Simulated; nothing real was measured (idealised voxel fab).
Process module in this document: voxel air gaps
285 nm wide, 5 nm square cells: that's cross-section cut.
The cross-sections in this document take the form of a grid made of square cells. They are written out as bands, in order from top to bottom. Each band consists of one or more rows of cells.
Quick guide to a band line: top height, bottom height (nm) up front; then every material left to right with its width in nm. Only one material and it's marked "all across"? Then it fills the band edge to edge. And "blank" just means empty space.
Heights are expressed relative to 0, this being the level below which the as-received wafer comprises one material exclusively. The lowest band is unbounded in the downward direction and is denoted as in "top 0, no bottom".
When a width is written as two numbers, as in "30 to 40", the first number is the width in the top row of cells of the band and the second is the width in its bottom row, and the width changes by the same amount from each row to the next.
"changes: none" means the step left every cell of the cross-section as it was.
Closed-off voids of 8+ cells (no open route to the top) go in "Enclosed empty spaces", written width x height at distance from the left edge, in nm.
Formally, on a step line, whatever follows the settings is a remark that the simulator itself makes on the step.
"overlay nm", when on a step's line for a step with a mask, measures how far to the right of its planned place the mask lay; a negative measure means to the left.
### Listed below are the process steps as planned
1,RECEIVE: material Si
2,CONFORMAL_DEP: material SiO2, thk nm 10
3,CONFORMAL_DEP: material SiN, thk nm 5
4,DIRECTIONAL_DEP: material lowk, thk nm 40
5,PATTERN: tone open, mask id LINES, material resist, width nm 15, pitch nm 45, thk nm 15, overlay nm 0
6,DIRECTIONAL_ETCH: etch materials lowk, depth nm 40
7,STRIP: etch materials resist
8,CONFORMAL_DEP: material TiN, thk nm 5
9,FILL_DEP: material W, thk nm 5
10,CMP: height nm 55
11,EPI: material Ru, thk nm 10
12,SELECTIVE_ETCH: etch materials lowk, depth nm 50
13,CONFORMAL_DEP: material SiN, thk nm 5
### On the first of the two wafers: run conducted according to plan
### Here's what the wafer looked like in cross-section when it arrived - that's after step 1
	top 0, no bottom  Si all across
	Enclosed empty spaces: none
### Step 2 done - wafer cross-section
	top 10, bottom 0  SiO2 all across
	Heights below 0 show no change.
### Step 3 done - wafer cross-section
	top 15, bottom 10  SiN all across
	Heights below 10 show no change.
### Step 4 done - wafer cross-section
	top 55, bottom 15  lowk all across
	Heights below 15 show no change.
### Step 5 done - wafer cross-section
	top 70, bottom 55  resist 90, then blank 15, then resist 30, then blank 15, then resist 30, then blank 15, then resist 90
	Heights below 55 show no change.
### Step 6 done - wafer cross-section
	top 70, bottom 55  resist 90, then blank 15, then resist 30, then blank 15, then resist 30, then blank 15, then resist 90
	top 55, bottom 15  lowk 90, then blank 15, then lowk 30, then blank 15, then lowk 30, then blank 15, then lowk 90
	Heights below 15 show no change.
### Step 7 done - wafer cross-section
	top 55, bottom 15  lowk 90, then blank 15, then lowk 30, then blank 15, then lowk 30, then blank 15, then lowk 90
	Heights below 15 show no change.
### Step 8 done - wafer cross-section
	top 60, bottom 55  TiN 95, then blank 5, then TiN 40, then blank 5, then TiN 40, then blank 5, then TiN 95
	top 55, bottom 20  lowk 90, then TiN 5, then blank 5, then TiN 5, then lowk 30, then TiN 5, then blank 5, then TiN 5, then lowk 30, then TiN 5, then blank 5, then TiN 5, then lowk 90
	top 20, bottom 15  lowk 90, then TiN 15, then lowk 30, then TiN 15, then lowk 30, then TiN 15, then lowk 90
	Heights below 15 show no change.
### Step 9 done - wafer cross-section
	top 65, bottom 60  W all across
	top 60, bottom 55  TiN 95, then W 5, then TiN 40, then W 5, then TiN 40, then W 5, then TiN 95
	top 55, bottom 20  lowk 90, then TiN 5, then W 5, then TiN 5, then lowk 30, then TiN 5, then W 5, then TiN 5, then lowk 30, then TiN 5, then W 5, then TiN 5, then lowk 90
	Heights below 20 show no change.
### Step 10 done - wafer cross-section
	top 55, bottom 20  lowk 90, then TiN 5, then W 5, then TiN 5, then lowk 30, then TiN 5, then W 5, then TiN 5, then lowk 30, then TiN 5, then W 5, then TiN 5, then lowk 90
	Heights below 20 show no change.
### Step 11 done - wafer cross-section
	top 65, bottom 55  blank 80, then Ru 35, then blank 10, then Ru 35, then blank 10, then Ru 35, then blank 80
	Heights below 55 show no change.
### Step 12 done - wafer cross-section
	top 65, bottom 55  blank 80, then Ru 35, then blank 10, then Ru 35, then blank 10, then Ru 35, then blank 80
	top 55, bottom 20  blank 90, then TiN 5, then W 5, then TiN 5, then blank 30, then TiN 5, then W 5, then TiN 5, then blank 30, then TiN 5, then W 5, then TiN 5, then blank 90
	top 20, bottom 15  blank 90, then TiN 15, then blank 30, then TiN 15, then blank 30, then TiN 15, then blank 90
	Heights below 15 show no change.
### Step 13 done - wafer cross-section
	top 70, bottom 65  blank 75, then SiN 135, then blank 75
	top 65, bottom 55  blank 75, then SiN 5, then Ru 35, then SiN 10, then Ru 35, then SiN 10, then Ru 35, then SiN 5, then blank 75
	top 55, bottom 50  blank 75, then SiN 15, then TiN 5, then W 5, then TiN 5, then SiN 30, then TiN 5, then W 5, then TiN 5, then SiN 30, then TiN 5, then W 5, then TiN 5, then SiN 15, then blank 75
	top 50, bottom 20  blank 85, then SiN 5, then TiN 5, then W 5, then TiN 5, then SiN 5, then blank 20, then SiN 5, then TiN 5, then W 5, then TiN 5, then SiN 5, then blank 20, then SiN 5, then TiN 5, then W 5, then TiN 5, then SiN 5, then blank 85
	top 20, bottom 15  SiN 90, then TiN 15, then SiN 30, then TiN 15, then SiN 30, then TiN 15, then SiN 90
	Heights below 15 show no change.
	Enclosed empty spaces: 20 x 30 at 110; 20 x 30 at 155
### Now the other wafer: same start, same recipe, but we messed up one thing when running it. Up to and including step 4 it's the same as the first one
### What the second wafer looks like in cross-section when step 5 should have wrapped up
	top 70, bottom 55  blank 90, then resist 15, then blank 30, then resist 15, then blank 30, then resist 15, then blank 90
	Heights below 55 show no change.
### What the second wafer looks like in cross-section when step 6 should have wrapped up
	top 70, bottom 55  blank 90, then resist 15, then blank 30, then resist 15, then blank 30, then resist 15, then blank 90
	top 55, bottom 15  blank 90, then lowk 15, then blank 30, then lowk 15, then blank 30, then lowk 15, then blank 90
	Heights below 15 show no change.
### What the second wafer looks like in cross-section when step 7 should have wrapped up
	top 55, bottom 15  blank 90, then lowk 15, then blank 30, then lowk 15, then blank 30, then lowk 15, then blank 90
	Heights below 15 show no change.
### What the second wafer looks like in cross-section when step 8 should have wrapped up
	top 60, bottom 55  blank 85, then TiN 25, then blank 20, then TiN 25, then blank 20, then TiN 25, then blank 85
	top 55, bottom 20  blank 85, then TiN 5, then lowk 15, then TiN 5, then blank 20, then TiN 5, then lowk 15, then TiN 5, then blank 20, then TiN 5, then lowk 15, then TiN 5, then blank 85
	top 20, bottom 15  TiN 90, then lowk 15, then TiN 30, then lowk 15, then TiN 30, then lowk 15, then TiN 90
	Heights below 15 show no change.
### What the second wafer looks like in cross-section when step 9 should have wrapped up
	top 65, bottom 60  W all across
	top 60, bottom 55  W 85, then TiN 25, then W 20, then TiN 25, then W 20, then TiN 25, then W 85
	top 55, bottom 20  W 85, then TiN 5, then lowk 15, then TiN 5, then W 20, then TiN 5, then lowk 15, then TiN 5, then W 20, then TiN 5, then lowk 15, then TiN 5, then W 85
	Heights below 20 show no change.
### What the second wafer looks like in cross-section when step 10 should have wrapped up
	top 55, bottom 20  W 85, then TiN 5, then lowk 15, then TiN 5, then W 20, then TiN 5, then lowk 15, then TiN 5, then W 20, then TiN 5, then lowk 15, then TiN 5, then W 85
	Heights below 20 show no change.
### What the second wafer looks like in cross-section when step 11 should have wrapped up
	top 65, bottom 55  Ru all across
	Heights below 55 show no change.
What the second wafer looks like in cross-section when step 12 should have wrapped up: changes: none
### What the second wafer looks like in cross-section when step 13 should have wrapped up
	top 70, bottom 65  SiN all across
	Heights below 65 show no change.
What was done differently from what was planned? step 5 off recipe, ran as PATTERN: tone cover, mask id LINES, material resist, width nm 15, pitch nm 45, thk nm 15, overlay nm 0
It is noted that, at the conclusion of processing, the second wafer exhibits a higher or lower cell count for certain materials relative to the first: 72 more of Ru | 84 fewer of SiN | 39 more of TiN | 273 more of W | 72 more of lowk
At process end, closed voids number 2 in the first wafer and 0 in the second wafer.
